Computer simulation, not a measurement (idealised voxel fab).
The process module that follows is named voxel tone inversion.
Section shown: cut. Width: 290 nm. Cell size: 5 nm, square.
Cross-section = grid of square cells, listed top down in bands; band = one or more rows.
Per band: top height and bottom height in nm, followed by the left-to-right materials and their widths in nm; "all across" marks a single material spanning edge to edge, "empty" marks empty space.
Heights are reckoned from 0. Under this level, the received wafer is all of one material. The bottommost band is open-ended downward, for example "0 -> down".
The width entry "30 to 40" should be interpreted row by row: the top row of cells in the band takes the first number, the bottom row takes the second number, and the change between adjacent rows is uniform throughout.
It should be understood that the words "nothing got changed", when stated for a given step, signify that the cross-section underwent no change in any of its cells during that step.
This entry, "Trapped voids", enumerates those empty regions of no fewer than 8 cells that possess no open connection to the top. Each region is reported in the form width x height at distance, the distance being taken from the left edge, with all three quantities expressed in nm.
That trailing text on a step's line, after the settings, is the simulator's own remark on the step.
The setting "overlay nm" may be written on the line of a step. When the step uses a mask, the value reports how far to the right of the planned place the mask lay, and a negative value reports that it lay to the left.

-- Listed below are the process steps as planned
1) RECEIVE, material Si
2) CONFORMAL_DEP, material SiCN, thk nm 5
3) DIRECTIONAL_DEP, material polySi, thk nm 15
4) PATTERN, tone cover, mask id POSTS, material resist, width nm 20, pitch nm 45, thk nm 25, overlay nm 0
5) DIRECTIONAL_ETCH, etch materials polySi, depth nm 15
6) STRIP, etch materials resist
7) FILL_DEP, material SiO2, thk nm 10
8) CMP, height nm 20
9) STRIP, etch materials polySi

-- First out of two wafers; run went to plan

-- Cross-section of the incoming wafer, state after step 1
	0 -> down = Si all across
	Trapped voids: none

-- Upon completion of step 2, the wafer appears in cross-section as shown
	5 -> 0 = SiCN all across
	Lower than 0, everything is as it was.

-- Upon completion of step 3, the wafer appears in cross-section as shown
	20 -> 5 = polySi all across
	Lower than 5, everything is as it was.

-- Upon completion of step 4, the wafer appears in cross-section as shown
	45 -> 20 = empty=110, resist=20, empty=25, resist=20, empty=115
	Lower than 20, everything is as it was.

-- Upon completion of step 5, the wafer appears in cross-section as shown
	45 -> 20 = empty=110, resist=20, empty=25, resist=20, empty=115
	20 -> 5 = empty=110, polySi=20, empty=25, polySi=20, empty=115
	Lower than 5, everything is as it was.

-- Upon completion of step 6, the wafer appears in cross-section as shown
	20 -> 5 = empty=110, polySi=20, empty=25, polySi=20, empty=115
	Lower than 5, everything is as it was.

-- Upon completion of step 7, the wafer appears in cross-section as shown
	30 -> 20 = SiO2 all across
	20 -> 5 = SiO2=110, polySi=20, SiO2=25, polySi=20, SiO2=115
	Lower than 5, everything is as it was.

-- Upon completion of step 8, the wafer appears in cross-section as shown
	20 -> 5 = SiO2=110, polySi=20, SiO2=25, polySi=20, SiO2=115
	Lower than 5, everything is as it was.

-- Upon completion of step 9, the wafer appears in cross-section as shown
	20 -> 5 = SiO2=110, empty=20, SiO2=25, empty=20, SiO2=115
	Lower than 5, everything is as it was.

-- second wafer: like start, like plan, one mistake. Through step 1 it matches the first wafer

Cross-sectional representation of the second wafer at the time designated in the plan for the completion of step 2: nothing got changed

-- Cross-sectional representation of the second wafer at the time designated in the plan for the completion of step 3
	15 -> 0 = polySi all across
	Lower than 0, everything is as it was.

-- Cross-sectional representation of the second wafer at the time designated in the plan for the completion of step 4
	40 -> 15 = empty=110, resist=20, empty=25, resist=20, empty=115
	Lower than 15, everything is as it was.

-- Cross-sectional representation of the second wafer at the time designated in the plan for the completion of step 5
	40 -> 15 = empty=110, resist=20, empty=25, resist=20, empty=115
	15 -> 0 = empty=110, polySi=20, empty=25, polySi=20, empty=115
	Lower than 0, everything is as it was.

-- Cross-sectional representation of the second wafer at the time designated in the plan for the completion of step 6
	15 -> 0 = empty=110, polySi=20, empty=25, polySi=20, empty=115
	Lower than 0, everything is as it was.

-- Cross-sectional representation of the second wafer at the time designated in the plan for the completion of step 7
	25 -> 15 = SiO2 all across
	15 -> 0 = SiO2=110, polySi=20, SiO2=25, polySi=20, SiO2=115
	Lower than 0, everything is as it was.

-- Cross-sectional representation of the second wafer at the time designated in the plan for the completion of step 8
	20 -> 15 = SiO2 all across
	Lower than 15, everything is as it was.

Cross-sectional representation of the second wafer at the time designated in the plan for the completion of step 9: nothing got changed
Processing error: step 2 of the plan never got run, it was skipped over
Wrapping up, a cell-based count of both wafers puts the second over or under the first for these materials: SiCN -58; SiO2 +58; polySi +24
